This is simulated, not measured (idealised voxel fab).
The following is a process module called voxel lift off.
Section cut is 170 nm wide and gridded with 5 nm square cells.
Just so we're on the same page, the cross-sections are grids of square cells, and they're listed out in bands top to bottom, each band one or more rows deep. Within each band entry, the heights of the top and of the bottom of the band appear first, in that order and in nm; the materials of the band then follow from left to right, each with its corresponding width in nm. The designation "full width" on a single material indicates that it fills the band from edge to edge; the designation "blank" indicates empty space. All heights in this document are referenced to 0, defined as the level beneath which the wafer, as received, consists entirely of one material. The lowest band is not bounded below; it extends indefinitely downward and is written in the form "z 0 and below". The notation "30 to 40" denotes a width that varies across the rows of cells in the band, beginning at the first number in the top row, finishing at the second number in the bottom row, and changing by an identical amount from each row to the next. The cross-section has no changed cell in any step marked "same as before". "Voids, sealed" contains a list of empty spaces, each no smaller than 8 cells and without an open way to the top, written in the form width x height at distance with the distance from the left edge and all three in nm. On a step's line, text after the settings is the simulator commenting on that step. You can add "overlay nm" to a step's line. For a step with a mask, it describes how far the mask lay to the right of its planned position, and a negative number describes a lay to the left.

### List of planned process steps
1,RECEIVE with material Si
2,CONFORMAL_DEP with material SiO2, thk nm 15
3,PATTERN with tone open, mask id LINES, material resist, width nm 25, pitch nm 55, thk nm 15, overlay nm 0
4,DIRECTIONAL_DEP with material Ru, thk nm 5
5,STRIP with etch materials resist
6,CONFORMAL_DEP with material SiO2, thk nm 5

### Wafer cross-section on receipt, i.e. after step 1
  z 0 and below = Si full width
  Voids, sealed: none

### Cross-section at module end, one run error; start and plan unchanged from above
  z 25 to 20 = blank=10 | Ru=35 | blank=20 | Ru=35 | blank=20 | Ru=35 | blank=15
  z 20 to 15 = Ru full width
  z 15 to 0 = SiO2 full width
  z 0 and below = Si full width
  Voids, sealed: none
Short version of what went wrong: step 6 deviated from plan and actually ran as CONFORMAL_DEP with material Ru, thk nm 5
